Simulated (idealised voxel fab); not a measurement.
process module | voxel gate over fins
cross-section cut | 250 nm wide | cells 5 nm
A cross-section is a grid of square cells, given in bands from the top down. A band is one or more rows of cells.
Each band's line starts with the height of the band's top and of its bottom, in nm. Then come its materials from left to right, each with its width in nm. One material with "throughout" fills the band from edge to edge. "air" is empty space.
Height 0 is the level under which the wafer as received is all one material. The lowest band goes on downwards, as in "0 down".
A width such as "30 to 40" changes by the same amount from each row of cells to the next, from the band's top row to its bottom row.
"no change" after a step means that no cell of the cross-section changed.
closed voids: empty space of 8 cells or more with no open way to the top, each as width x height at its distance from the left edge, in nm
after a step's settings: what the simulator itself notes on the step
overlay nm, on a step with a mask: how far to the right of its planned place the mask lay; to the left if negative
plan
1 op RECEIVE | material Si
2 op CONFORMAL_DEP | material SiN | thk nm 10
3 op PATTERN | tone cover | mask id FINS | material resist | width nm 15 | pitch nm 60 | thk nm 20 | overlay nm 0
4 op DIRECTIONAL_ETCH | etch materials SiN | depth nm 10
5 op DIRECTIONAL_ETCH | etch materials Si | depth nm 40
6 op STRIP | etch materials resist
7 op OXIDIZE | depth nm 5
8 op FILL_DEP | material SiO2 | thk nm 5
9 op CMP | height nm 10
10 op MASKED_ETCH | tone open | mask id RAIL | width nm 15 | etch materials SiO2 | depth nm 45 | overlay nm 0
11 op CONFORMAL_DEP | material TiN | thk nm 5
12 op FILL_DEP | material Ru | thk nm 10
13 op CMP | height nm 10
14 op SELECTIVE_ETCH | etch materials W Ru TiN | depth nm 25
15 op FILL_DEP | material SiO2 | thk nm 5
16 op CMP | height nm 10
17 op SELECTIVE_ETCH | etch materials SiO2 | depth nm 20
18 op STRIP | etch materials SiN
19 op CONFORMAL_DEP | material HfO2 | thk nm 5
20 op CONFORMAL_DEP | material TiN | thk nm 5
21 op CONFORMAL_DEP | material TiAl | thk nm 5
22 op CONFORMAL_DEP | material TiN | thk nm 5
23 op FILL_DEP | material W | thk nm 10
24 op CMP | height nm 25
25 op CONFORMAL_DEP | material SiCN | thk nm 10
as received, after step 1
  0 down: Si throughout
  closed voids: none
a wafer at the end: this start, this plan, one mistake
  40 to 25: SiCN throughout
  25 to 20: W throughout
  20 to 15: W 10 | TiN 45 | W 15 | TiN 45 | W 15 | TiN 45 | W 15 | TiN 45 | W 15
  15 to 10: W 10 | TiN 5 | TiAl 35 | TiN 5 | W 15 | TiN 5 | TiAl 35 | TiN 5 | W 15 | TiN 5 | TiAl 35 | TiN 5 | W 15 | TiN 5 | TiAl 35 | TiN 5 | W 15
  10 to 5: TiN 15 | TiAl 5 | TiN 25 | TiAl 5 | TiN 25 | TiAl 5 | TiN 25 | TiAl 5 | TiN 25 | TiAl 5 | TiN 25 | TiAl 5 | TiN 25 | TiAl 5 | TiN 25 | TiAl 5 | TiN 20
  5 to 0: TiAl 20 | TiN 5 | HfO2 15 | TiN 5 | TiAl 35 | TiN 5 | HfO2 15 | TiN 5 | TiAl 35 | TiN 5 | HfO2 15 | TiN 5 | TiAl 35 | TiN 5 | HfO2 15 | TiN 5 | TiAl 25
  0 to -5: TiN 25 | HfO2 5 | Si 5 | HfO2 5 | TiN 45 | HfO2 5 | Si 5 | HfO2 5 | TiN 45 | HfO2 5 | Si 5 | HfO2 5 | TiN 45 | HfO2 5 | Si 5 | HfO2 5 | TiN 30
  -5 to -10: HfO2 30 | Si 5 | HfO2 55 | Si 5 | HfO2 55 | Si 5 | HfO2 55 | Si 5 | HfO2 35
  -10 to -15: SiO2 30 | Si 5 | SiO2 55 | Si 5 | SiO2 55 | Si 5 | SiO2 55 | Si 5 | SiO2 35
  -15 to -30: SiO2 30 | Si 5 | SiO2 20 | TiN 5 | Ru 5 | TiN 5 | SiO2 20 | Si 5 | SiO2 55 | Si 5 | SiO2 55 | Si 5 | SiO2 35
  -30 to -35: SiO2 30 | Si 5 | SiO2 20 | TiN 15 | SiO2 20 | Si 5 | SiO2 55 | Si 5 | SiO2 55 | Si 5 | SiO2 35
  -35 to -45: SiO2 30 | Si 5 | SiO2 55 | Si 5 | SiO2 55 | Si 5 | SiO2 55 | Si 5 | SiO2 35
  -45 down: Si throughout
  closed voids: none
what went wrong: step 25 ran as: op CONFORMAL_DEP | material SiCN | thk nm 15
